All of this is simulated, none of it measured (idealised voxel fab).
The following process module bears the name voxel gate over fins.
Section cut is 145 nm wide and gridded with 5 nm square cells.
Square cells in a grid make up a cross-section in this document, and the grid is given as bands, listed from the top down, each one or more rows of cells.
The entry gives the band's vertical extent as a top height and a bottom height in nm, then its horizontal make-up as materials from left to right, each with a width in nm. "empty" stands for empty space; a single material marked "edge to edge" fills the band edge to edge.
Measure heights from 0. That's the level where, below it, the as-received wafer is all one material. The lowest band is bottomless and extends downward; write it as in "0 -> down".
A width such as "30..40" changes by the same amount from each row of cells to the next, from the band's top row to its bottom row.
Any step labelled "no modification" changed none of the cells in the cross-section.
In "Closed empty spaces" the enclosed voids are listed, meaning empty spaces of 8 cells or larger without any opening to the top. The form is width x height at distance, distance from the left edge, units nm.
That trailing text on a step's line, after the settings, is the simulator's own remark on the step.
overlay nm: step with mask; distance mask lay right of planned place; negative value = left of planned place.

[Planned process steps]
1,op RECEIVE | material Si
2,op CONFORMAL_DEP | material SiN | thk nm 5
3,op PATTERN | tone cover | mask id FINS | material resist | width nm 15 | pitch nm 50 | thk nm 15 | overlay nm 0
4,op DIRECTIONAL_ETCH | etch materials SiN | depth nm 5
5,op DIRECTIONAL_ETCH | etch materials Si | depth nm 40
6,op STRIP | etch materials resist
7,op FILL_DEP | material SiO2 | thk nm 15
8,op CMP | height nm 5
9,op PATTERN | tone open | mask id RAIL | material resist | width nm 15 | thk nm 15 | overlay nm 0
10,op DIRECTIONAL_ETCH | etch materials SiO2 | depth nm 40
11,op STRIP | etch materials resist
12,op CONFORMAL_DEP | material TiN | thk nm 5
13,op FILL_DEP | material Ru | thk nm 5
14,op CMP | height nm 5
15,op SELECTIVE_ETCH | etch materials W Ru TiN | depth nm 20
16,op FILL_DEP | material SiO2 | thk nm 5
17,op CMP | height nm 5
18,op SELECTIVE_ETCH | etch materials SiO2 | depth nm 15
19,op STRIP | etch materials SiN
20,op CONFORMAL_DEP | material HfO2 | thk nm 5
21,op CONFORMAL_DEP | material TiN | thk nm 5
22,op CONFORMAL_DEP | material TiAl | thk nm 5
23,op CONFORMAL_DEP | material TiN | thk nm 5
24,op FILL_DEP | material W | thk nm 15
25,op CMP | height nm 30
26,op CONFORMAL_DEP | material SiN | thk nm 10

[The first of two wafers, run as planned]

[The cross-section here shows the wafer as received, i.e. in its state after step 1]
0 -> down: Si edge to edge
Closed empty spaces: none

[Wafer section view after processing step 2]
5 -> 0: SiN edge to edge
Below 0, the layers are the same as they were.

[Wafer section view after processing step 3]
20 -> 5: 15 nm empty / 15 nm resist / 35 nm empty / 15 nm resist / 35 nm empty / 15 nm resist / 15 nm empty
Below 5, the layers are the same as they were.

[Wafer section view after processing step 4]
20 -> 5: 15 nm empty / 15 nm resist / 35 nm empty / 15 nm resist / 35 nm empty / 15 nm resist / 15 nm empty
5 -> 0: 15 nm empty / 15 nm SiN / 35 nm empty / 15 nm SiN / 35 nm empty / 15 nm SiN / 15 nm empty
Below 0, the layers are the same as they were.

[Wafer section view after processing step 5]
20 -> 5: 15 nm empty / 15 nm resist / 35 nm empty / 15 nm resist / 35 nm empty / 15 nm resist / 15 nm empty
5 -> 0: 15 nm empty / 15 nm SiN / 35 nm empty / 15 nm SiN / 35 nm empty / 15 nm SiN / 15 nm empty
0 -> -40: 15 nm empty / 15 nm Si / 35 nm empty / 15 nm Si / 35 nm empty / 15 nm Si / 15 nm empty
Below -40, the layers are the same as they were.

[Wafer section view after processing step 6]
5 -> 0: 15 nm empty / 15 nm SiN / 35 nm empty / 15 nm SiN / 35 nm empty / 15 nm SiN / 15 nm empty
Below 0, the layers are the same as they were.

[Wafer section view after processing step 7]
20 -> 5: SiO2 edge to edge
5 -> 0: 15 nm SiO2 / 15 nm SiN / 35 nm SiO2 / 15 nm SiN / 35 nm SiO2 / 15 nm SiN / 15 nm SiO2
0 -> -40: 15 nm SiO2 / 15 nm Si / 35 nm SiO2 / 15 nm Si / 35 nm SiO2 / 15 nm Si / 15 nm SiO2
Below -40, the layers are the same as they were.

[Wafer section view after processing step 8]
5 -> 0: 15 nm SiO2 / 15 nm SiN / 35 nm SiO2 / 15 nm SiN / 35 nm SiO2 / 15 nm SiN / 15 nm SiO2
Below 0, the layers are the same as they were.

[Wafer section view after processing step 9]
20 -> 5: 40 nm resist / 15 nm empty / 90 nm resist
Below 5, the layers are the same as they were.

[Wafer section view after processing step 10]
20 -> 5: 40 nm resist / 15 nm empty / 90 nm resist
5 -> 0: 15 nm SiO2 / 15 nm SiN / 10 nm SiO2 / 15 nm empty / 10 nm SiO2 / 15 nm SiN / 35 nm SiO2 / 15 nm SiN / 15 nm SiO2
0 -> -35: 15 nm SiO2 / 15 nm Si / 10 nm SiO2 / 15 nm empty / 10 nm SiO2 / 15 nm Si / 35 nm SiO2 / 15 nm Si / 15 nm SiO2
Below -35, the layers are the same as they were.

[Wafer section view after processing step 11]
5 -> 0: 15 nm SiO2 / 15 nm SiN / 10 nm SiO2 / 15 nm empty / 10 nm SiO2 / 15 nm SiN / 35 nm SiO2 / 15 nm SiN / 15 nm SiO2
Below 0, the layers are the same as they were.

[Wafer section view after processing step 12]
10 -> 5: 45 nm TiN / 5 nm empty / 95 nm TiN
5 -> 0: 15 nm SiO2 / 15 nm SiN / 10 nm SiO2 / 5 nm TiN / 5 nm empty / 5 nm TiN / 10 nm SiO2 / 15 nm SiN / 35 nm SiO2 / 15 nm SiN / 15 nm SiO2
0 -> -30: 15 nm SiO2 / 15 nm Si / 10 nm SiO2 / 5 nm TiN / 5 nm empty / 5 nm TiN / 10 nm SiO2 / 15 nm Si / 35 nm SiO2 / 15 nm Si / 15 nm SiO2
-30 -> -35: 15 nm SiO2 / 15 nm Si / 10 nm SiO2 / 15 nm TiN / 10 nm SiO2 / 15 nm Si / 35 nm SiO2 / 15 nm Si / 15 nm SiO2
Below -35, the layers are the same as they were.

[Wafer section view after processing step 13]
15 -> 10: Ru edge to edge
10 -> 5: 45 nm TiN / 5 nm Ru / 95 nm TiN
5 -> 0: 15 nm SiO2 / 15 nm SiN / 10 nm SiO2 / 5 nm TiN / 5 nm Ru / 5 nm TiN / 10 nm SiO2 / 15 nm SiN / 35 nm SiO2 / 15 nm SiN / 15 nm SiO2
0 -> -30: 15 nm SiO2 / 15 nm Si / 10 nm SiO2 / 5 nm TiN / 5 nm Ru / 5 nm TiN / 10 nm SiO2 / 15 nm Si / 35 nm SiO2 / 15 nm Si / 15 nm SiO2
Below -30, the layers are the same as they were.

[Wafer section view after processing step 14]
5 -> 0: 15 nm SiO2 / 15 nm SiN / 10 nm SiO2 / 5 nm TiN / 5 nm Ru / 5 nm TiN / 10 nm SiO2 / 15 nm SiN / 35 nm SiO2 / 15 nm SiN / 15 nm SiO2
Below 0, the layers are the same as they were.

[Wafer section view after processing step 15]
5 -> 0: 15 nm SiO2 / 15 nm SiN / 10 nm SiO2 / 15 nm empty / 10 nm SiO2 / 15 nm SiN / 35 nm SiO2 / 15 nm SiN / 15 nm SiO2
0 -> -15: 15 nm SiO2 / 15 nm Si / 10 nm SiO2 / 15 nm empty / 10 nm SiO2 / 15 nm Si / 35 nm SiO2 / 15 nm Si / 15 nm SiO2
Below -15, the layers are the same as they were.

[Wafer section view after processing step 16]
10 -> 5: SiO2 edge to edge
5 -> 0: 15 nm SiO2 / 15 nm SiN / 35 nm SiO2 / 15 nm SiN / 35 nm SiO2 / 15 nm SiN / 15 nm SiO2
0 -> -15: 15 nm SiO2 / 15 nm Si / 35 nm SiO2 / 15 nm Si / 35 nm SiO2 / 15 nm Si / 15 nm SiO2
Below -15, the layers are the same as they were.

[Wafer section view after processing step 17]
5 -> 0: 15 nm SiO2 / 15 nm SiN / 35 nm SiO2 / 15 nm SiN / 35 nm SiO2 / 15 nm SiN / 15 nm SiO2
Below 0, the layers are the same as they were.

[Wafer section view after processing step 18]
5 -> 0: 15 nm empty / 15 nm SiN / 35 nm empty / 15 nm SiN / 35 nm empty / 15 nm SiN / 15 nm empty
0 -> -10: 15 nm empty / 15 nm Si / 35 nm empty / 15 nm Si / 35 nm empty / 15 nm Si / 15 nm empty
Below -10, the layers are the same as they were.

[Wafer section view after processing step 19]
0 -> -10: 15 nm empty / 15 nm Si / 35 nm empty / 15 nm Si / 35 nm empty / 15 nm Si / 15 nm empty
Below -10, the layers are the same as they were.

[Wafer section view after processing step 20]
5 -> 0: 10 nm empty / 25 nm HfO2 / 25 nm empty / 25 nm HfO2 / 25 nm empty / 25 nm HfO2 / 10 nm empty
0 -> -5: 10 nm empty / 5 nm HfO2 / 15 nm Si / 5 nm HfO2 / 25 nm empty / 5 nm HfO2 / 15 nm Si / 5 nm HfO2 / 25 nm empty / 5 nm HfO2 / 15 nm Si / 5 nm HfO2 / 10 nm empty
-5 -> -10: 15 nm HfO2 / 15 nm Si / 35 nm HfO2 / 15 nm Si / 35 nm HfO2 / 15 nm Si / 15 nm HfO2
Below -10, the layers are the same as they were.

[Wafer section view after processing step 21]
10 -> 5: 5 nm empty / 35 nm TiN / 15 nm empty / 35 nm TiN / 15 nm empty / 35 nm TiN / 5 nm empty
5 -> 0: 5 nm empty / 5 nm TiN / 25 nm HfO2 / 5 nm TiN / 15 nm empty / 5 nm TiN / 25 nm HfO2 / 5 nm TiN / 15 nm empty / 5 nm TiN / 25 nm HfO2 / 5 nm TiN / 5 nm empty
0 -> -5: 10 nm TiN / 5 nm HfO2 / 15 nm Si / 5 nm HfO2 / 25 nm TiN / 5 nm HfO2 / 15 nm Si / 5 nm HfO2 / 25 nm TiN / 5 nm HfO2 / 15 nm Si / 5 nm HfO2 / 10 nm TiN
Below -5, the layers are the same as they were.

[Wafer section view after processing step 22]
15 -> 10: 45 nm TiAl / 5 nm empty / 45 nm TiAl / 5 nm empty / 45 nm TiAl
10 -> 5: 5 nm TiAl / 35 nm TiN / 5 nm TiAl / 5 nm empty / 5 nm TiAl / 35 nm TiN / 5 nm TiAl / 5 nm empty / 5 nm TiAl / 35 nm TiN / 5 nm TiAl
5 -> 0: 5 nm TiAl / 5 nm TiN / 25 nm HfO2 / 5 nm TiN / 15 nm TiAl / 5 nm TiN / 25 nm HfO2 / 5 nm TiN / 15 nm TiAl / 5 nm TiN / 25 nm HfO2 / 5 nm TiN / 5 nm TiAl
Below 0, the layers are the same as they were.

[Wafer section view after processing step 23]
20 -> 15: TiN edge to edge
15 -> 10: 45 nm TiAl / 5 nm TiN / 45 nm TiAl / 5 nm TiN / 45 nm TiAl
10 -> 5: 5 nm TiAl / 35 nm TiN / 5 nm TiAl / 5 nm TiN / 5 nm TiAl / 35 nm TiN / 5 nm TiAl / 5 nm TiN / 5 nm TiAl / 35 nm TiN / 5 nm TiAl
Below 5, the layers are the same as they were.

[Wafer section view after processing step 24]
35 -> 20: W edge to edge
Below 20, the layers are the same as they were.

[Wafer section view after processing step 25]
30 -> 20: W edge to edge
Below 20, the layers are the same as they were.

[Wafer section view after processing step 26]
40 -> 30: SiN edge to edge
Below 30, the layers are the same as they were.

[Second wafer, same starting state and plan as the first, one mistake in the run, identical through step 8]

[The second wafer in cross-section, at the planned close of step 9]
20 -> 5: 45 nm resist / 15 nm empty / 85 nm resist
Below 5, the layers are the same as they were.

[The second wafer in cross-section, at the planned close of step 10]
20 -> 5: 45 nm resist / 15 nm empty / 85 nm resist
5 -> 0: 15 nm SiO2 / 15 nm SiN / 15 nm SiO2 / 15 nm empty / 5 nm SiO2 / 15 nm SiN / 35 nm SiO2 / 15 nm SiN / 15 nm SiO2
0 -> -35: 15 nm SiO2 / 15 nm Si / 15 nm SiO2 / 15 nm empty / 5 nm SiO2 / 15 nm Si / 35 nm SiO2 / 15 nm Si / 15 nm SiO2
Below -35, the layers are the same as they were.

[The second wafer in cross-section, at the planned close of step 11]
5 -> 0: 15 nm SiO2 / 15 nm SiN / 15 nm SiO2 / 15 nm empty / 5 nm SiO2 / 15 nm SiN / 35 nm SiO2 / 15 nm SiN / 15 nm SiO2
Below 0, the layers are the same as they were.

[The second wafer in cross-section, at the planned close of step 12]
10 -> 5: 50 nm TiN / 5 nm empty / 90 nm TiN
5 -> 0: 15 nm SiO2 / 15 nm SiN / 15 nm SiO2 / 5 nm TiN / 5 nm empty / 5 nm TiN / 5 nm SiO2 / 15 nm SiN / 35 nm SiO2 / 15 nm SiN / 15 nm SiO2
0 -> -30: 15 nm SiO2 / 15 nm Si / 15 nm SiO2 / 5 nm TiN / 5 nm empty / 5 nm TiN / 5 nm SiO2 / 15 nm Si / 35 nm SiO2 / 15 nm Si / 15 nm SiO2
-30 -> -35: 15 nm SiO2 / 15 nm Si / 15 nm SiO2 / 15 nm TiN / 5 nm SiO2 / 15 nm Si / 35 nm SiO2 / 15 nm Si / 15 nm SiO2
Below -35, the layers are the same as they were.

[The second wafer in cross-section, at the planned close of step 13]
15 -> 10: Ru edge to edge
10 -> 5: 50 nm TiN / 5 nm Ru / 90 nm TiN
5 -> 0: 15 nm SiO2 / 15 nm SiN / 15 nm SiO2 / 5 nm TiN / 5 nm Ru / 5 nm TiN / 5 nm SiO2 / 15 nm SiN / 35 nm SiO2 / 15 nm SiN / 15 nm SiO2
0 -> -30: 15 nm SiO2 / 15 nm Si / 15 nm SiO2 / 5 nm TiN / 5 nm Ru / 5 nm TiN / 5 nm SiO2 / 15 nm Si / 35 nm SiO2 / 15 nm Si / 15 nm SiO2
Below -30, the layers are the same as they were.

[The second wafer in cross-section, at the planned close of step 14]
5 -> 0: 15 nm SiO2 / 15 nm SiN / 15 nm SiO2 / 5 nm TiN / 5 nm Ru / 5 nm TiN / 5 nm SiO2 / 15 nm SiN / 35 nm SiO2 / 15 nm SiN / 15 nm SiO2
Below 0, the layers are the same as they were.

[The second wafer in cross-section, at the planned close of step 15]
5 -> 0: 15 nm SiO2 / 15 nm SiN / 15 nm SiO2 / 15 nm empty / 5 nm SiO2 / 15 nm SiN / 35 nm SiO2 / 15 nm SiN / 15 nm SiO2
0 -> -15: 15 nm SiO2 / 15 nm Si / 15 nm SiO2 / 15 nm empty / 5 nm SiO2 / 15 nm Si / 35 nm SiO2 / 15 nm Si / 15 nm SiO2
Below -15, the layers are the same as they were.

[The second wafer in cross-section, at the planned close of step 16]
10 -> 5: SiO2 edge to edge
5 -> 0: 15 nm SiO2 / 15 nm SiN / 35 nm SiO2 / 15 nm SiN / 35 nm SiO2 / 15 nm SiN / 15 nm SiO2
0 -> -15: 15 nm SiO2 / 15 nm Si / 35 nm SiO2 / 15 nm Si / 35 nm SiO2 / 15 nm Si / 15 nm SiO2
Below -15, the layers are the same as they were.

[The second wafer in cross-section, at the planned close of step 17]
5 -> 0: 15 nm SiO2 / 15 nm SiN / 35 nm SiO2 / 15 nm SiN / 35 nm SiO2 / 15 nm SiN / 15 nm SiO2
Below 0, the layers are the same as they were.

[The second wafer in cross-section, at the planned close of step 18]
5 -> 0: 15 nm empty / 15 nm SiN / 35 nm empty / 15 nm SiN / 35 nm empty / 15 nm SiN / 15 nm empty
0 -> -10: 15 nm empty / 15 nm Si / 35 nm empty / 15 nm Si / 35 nm empty / 15 nm Si / 15 nm empty
Below -10, the layers are the same as they were.

[The second wafer in cross-section, at the planned close of step 19]
0 -> -10: 15 nm empty / 15 nm Si / 35 nm empty / 15 nm Si / 35 nm empty / 15 nm Si / 15 nm empty
Below -10, the layers are the same as they were.

[The second wafer in cross-section, at the planned close of step 20]
5 -> 0: 10 nm empty / 25 nm HfO2 / 25 nm empty / 25 nm HfO2 / 25 nm empty / 25 nm HfO2 / 10 nm empty
0 -> -5: 10 nm empty / 5 nm HfO2 / 15 nm Si / 5 nm HfO2 / 25 nm empty / 5 nm HfO2 / 15 nm Si / 5 nm HfO2 / 25 nm empty / 5 nm HfO2 / 15 nm Si / 5 nm HfO2 / 10 nm empty
-5 -> -10: 15 nm HfO2 / 15 nm Si / 35 nm HfO2 / 15 nm Si / 35 nm HfO2 / 15 nm Si / 15 nm HfO2
Below -10, the layers are the same as they were.

[The second wafer in cross-section, at the planned close of step 21]
10 -> 5: 5 nm empty / 35 nm TiN / 15 nm empty / 35 nm TiN / 15 nm empty / 35 nm TiN / 5 nm empty
5 -> 0: 5 nm empty / 5 nm TiN / 25 nm HfO2 / 5 nm TiN / 15 nm empty / 5 nm TiN / 25 nm HfO2 / 5 nm TiN / 15 nm empty / 5 nm TiN / 25 nm HfO2 / 5 nm TiN / 5 nm empty
0 -> -5: 10 nm TiN / 5 nm HfO2 / 15 nm Si / 5 nm HfO2 / 25 nm TiN / 5 nm HfO2 / 15 nm Si / 5 nm HfO2 / 25 nm TiN / 5 nm HfO2 / 15 nm Si / 5 nm HfO2 / 10 nm TiN
Below -5, the layers are the same as they were.

[The second wafer in cross-section, at the planned close of step 22]
15 -> 10: 45 nm TiAl / 5 nm empty / 45 nm TiAl / 5 nm empty / 45 nm TiAl
10 -> 5: 5 nm TiAl / 35 nm TiN / 5 nm TiAl / 5 nm empty / 5 nm TiAl / 35 nm TiN / 5 nm TiAl / 5 nm empty / 5 nm TiAl / 35 nm TiN / 5 nm TiAl
5 -> 0: 5 nm TiAl / 5 nm TiN / 25 nm HfO2 / 5 nm TiN / 15 nm TiAl / 5 nm TiN / 25 nm HfO2 / 5 nm TiN / 15 nm TiAl / 5 nm TiN / 25 nm HfO2 / 5 nm TiN / 5 nm TiAl
Below 0, the layers are the same as they were.

[The second wafer in cross-section, at the planned close of step 23]
20 -> 15: TiN edge to edge
15 -> 10: 45 nm TiAl / 5 nm TiN / 45 nm TiAl / 5 nm TiN / 45 nm TiAl
10 -> 5: 5 nm TiAl / 35 nm TiN / 5 nm TiAl / 5 nm TiN / 5 nm TiAl / 35 nm TiN / 5 nm TiAl / 5 nm TiN / 5 nm TiAl / 35 nm TiN / 5 nm TiAl
Below 5, the layers are the same as they were.

[The second wafer in cross-section, at the planned close of step 24]
35 -> 20: W edge to edge
Below 20, the layers are the same as they were.

[The second wafer in cross-section, at the planned close of step 25]
30 -> 20: W edge to edge
Below 20, the layers are the same as they were.

[The second wafer in cross-section, at the planned close of step 26]
40 -> 30: SiN edge to edge
Below 30, the layers are the same as they were.
In executing the process, a mistake was made relative to the plan: step 9 ran with different settings than intended, the actual operation and settings being op PATTERN | tone open | mask id RAIL | material resist | width nm 15 | thk nm 15 | overlay nm 5
Upon completion, the cell count for each material on the second wafer equals that on the first, whereas the spatial distribution of those cells differs.
